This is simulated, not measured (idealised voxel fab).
process module | voxel local oxidation
cross-section cut | 220 nm wide | cells 5 nm
A cross-section is a grid of square cells, given in bands from the top down. A band is one or more rows of cells.
Each band's line starts with the height of the band's top and of its bottom, in nm. Then come its materials from left to right, each with its width in nm. One material with "throughout" fills the band from edge to edge. "air" is empty space.
Height 0 is the level under which the wafer as received is all one material. The lowest band goes on downwards, as in "0 down".
A width such as "30 to 40" changes by the same amount from each row of cells to the next, from the band's top row to its bottom row.
"no change" after a step means that no cell of the cross-section changed.
closed voids: empty space of 8 cells or more with no open way to the top, each as width x height at its distance from the left edge, in nm
after a step's settings: what the simulator itself notes on the step
overlay nm, on a step with a mask: how far to the right of its planned place the mask lay; to the left if negative
plan
1 op RECEIVE | material Si
2 op OXIDIZE | depth nm 5
3 op CONFORMAL_DEP | material SiN | thk nm 10
4 op DIRECTIONAL_DEP | material aC | thk nm 10
5 op PATTERN | tone cover | mask id ACTIVE | material resist | width nm 115 | thk nm 25 | overlay nm -15
6 op DIRECTIONAL_ETCH | etch materials aC | depth nm 10
7 op STRIP | etch materials resist
8 op DIRECTIONAL_ETCH | etch materials SiN | depth nm 10
9 op STRIP | etch materials aC
10 op SELECTIVE_ETCH | etch materials SiO2 | depth nm 5
11 op OXIDIZE | depth nm 15
12 op STRIP | etch materials SiN
varied across the wafers: overlay nm of step 5. The plan shows the first wafer's value. All wafers start alike
first wafer as received, after step 1
  0 down: Si throughout
  closed voids: none
each wafer at the end: cells of each material gained (+) or lost (-) since it was received, then its closed voids
overlay nm -15 | -131 Si | +108 SiO2 | closed voids: none
overlay nm -10 | -131 Si | +108 SiO2 | closed voids: none
overlay nm -5 | -131 Si | +108 SiO2 | closed voids: none
overlay nm 0 | -131 Si | +108 SiO2 | closed voids: none
overlay nm 5 | -131 Si | +108 SiO2 | closed voids: none
overlay nm 10 | -131 Si | +108 SiO2 | closed voids: none
overlay nm 15 | -131 Si | +108 SiO2 | closed voids: none
